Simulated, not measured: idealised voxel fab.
process module | voxel ribs on slabs
cross-section cut | 200 nm wide | cells 5 nm
A cross-section is a grid of square cells, given in bands from the top down. A band is one or more rows of cells.
Each band's line starts with the height of the band's top and of its bottom, in nm. Then come its materials from left to right, each with its width in nm. One material with "throughout" fills the band from edge to edge. "air" is empty space.
Height 0 is the level under which the wafer as received is all one material. The lowest band goes on downwards, as in "0 down".
A width such as "30 to 40" changes by the same amount from each row of cells to the next, from the band's top row to its bottom row.
"no change" after a step means that no cell of the cross-section changed.
closed voids: empty space of 8 cells or more with no open way to the top, each as width x height at its distance from the left edge, in nm
after a step's settings: what the simulator itself notes on the step
overlay nm, on a step with a mask: how far to the right of its planned place the mask lay; to the left if negative
plan
1 op RECEIVE | material Si
2 op DIRECTIONAL_DEP | material SiO2 | thk nm 30
3 op DIRECTIONAL_DEP | material polySi | thk nm 15
4 op PATTERN | tone cover | mask id RIB | material resist | width nm 30 | thk nm 20 | overlay nm 0
5 op DIRECTIONAL_ETCH | etch materials polySi | depth nm 10
6 op STRIP | etch materials resist
7 op MASKED_ETCH | tone cover | mask id SLAB | width nm 80 | etch materials polySi | depth nm 5 | overlay nm 0
8 op FILL_DEP | material SiO2 | thk nm 30
9 op CMP | height nm 65
10 op DIRECTIONAL_DEP | material TiN | thk nm 10
11 op DIRECTIONAL_DEP | material aC | thk nm 15
12 op PATTERN | tone cover | mask id HEATER | material resist | width nm 40 | thk nm 30 | overlay nm 0
13 op DIRECTIONAL_ETCH | etch materials aC | depth nm 15
14 op STRIP | etch materials resist
15 op DIRECTIONAL_ETCH | etch materials TiN | depth nm 10
16 op STRIP | etch materials aC
17 op CONFORMAL_DEP | material SiO2 | thk nm 10
as received, after step 1
  0 down: Si throughout
  closed voids: none
a wafer at the end: this start, this plan, one mistake
  85 to 75: air 70 | SiO2 60 | air 70
  75 to 65: SiO2 80 | TiN 40 | SiO2 80
  65 to 15: SiO2 throughout
  15 to 0: polySi throughout
  0 down: Si throughout
  closed voids: none
what went wrong: steps 2 and 3 were swapped
